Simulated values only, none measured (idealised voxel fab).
The document below concerns the process module designated voxel released beams.
Each square cell in cross-section cut measures 5 nm, and the section as a whole is 295 nm wide.
Heads up, the way a cross-section reads in here is a grid of square cells, handed over as bands from the top down, with every band being one or more rows of cells. It is stipulated that each band's entry specify, in nanometres, the height of the top of the band and then that of its bottom, followed by the materials of the band in left-to-right sequence, each together with its width in nanometres. A single material marked by the word "throughout" is understood to fill the band from edge to edge; the word "air" is understood to denote empty space. Heights from 0 (as-received wafer is one material below). Bottom band endless downward, as "0..down". Width spec "30..40" -> top row of cells at first value, bottom row at second value, equal per-row change in between. Any step labelled "changes: none" changed none of the cells in the cross-section. "Unvented cavities": sealed empty spaces, 8 cells or more, no open way to top, listed width x height at distance, with distance from the left edge and width, height and distance in nm. On each step's line, the part that comes after the settings is the simulator's own comment on the step. overlay nm: mask right of planned place by this much (step with mask). Neg. = left.

# List of planned process steps
step 1: RECEIVE, material Si
step 2: CONFORMAL_DEP, material SiN, thk nm 5
step 3: DIRECTIONAL_DEP, material SiO2, thk nm 10
step 4: PATTERN, tone open, mask id ANCHOR, material resist, width nm 40, thk nm 20, overlay nm 0
step 5: DIRECTIONAL_ETCH, etch materials SiO2, depth nm 10
step 6: STRIP, etch materials resist
step 7: CONFORMAL_DEP, material TiN, thk nm 15
step 8: DIRECTIONAL_DEP, material aC, thk nm 10
step 9: PATTERN, tone cover, mask id BEAM, material resist, width nm 120, thk nm 25, overlay nm 0
step 10: DIRECTIONAL_ETCH, etch materials aC, depth nm 10
step 11: STRIP, etch materials resist
step 12: DIRECTIONAL_ETCH, etch materials TiN, depth nm 15
step 13: STRIP, etch materials aC
step 14: STRIP, etch materials SiO2

# Here's what the wafer looked like in cross-section when it arrived - that's after step 1
    0..down | Si throughout
    Unvented cavities: none

# One mistake in running the module, otherwise start and plan as above: cross-section at the end
    30..20 | air (85) / TiN (60) / air (150)
    20..15 | air (85) / TiN (120) / air (90)
    15..5 | air (75) / TiN (15) / SiO2 (40) / TiN (75) / air (90)
    5..0 | SiN throughout
    0..down | Si throughout
    Unvented cavities: none
Plan not followed: step 4, actual vs plan mismatch, actual run PATTERN, tone cover, mask id ANCHOR, material resist, width nm 40, thk nm 20, overlay nm 0
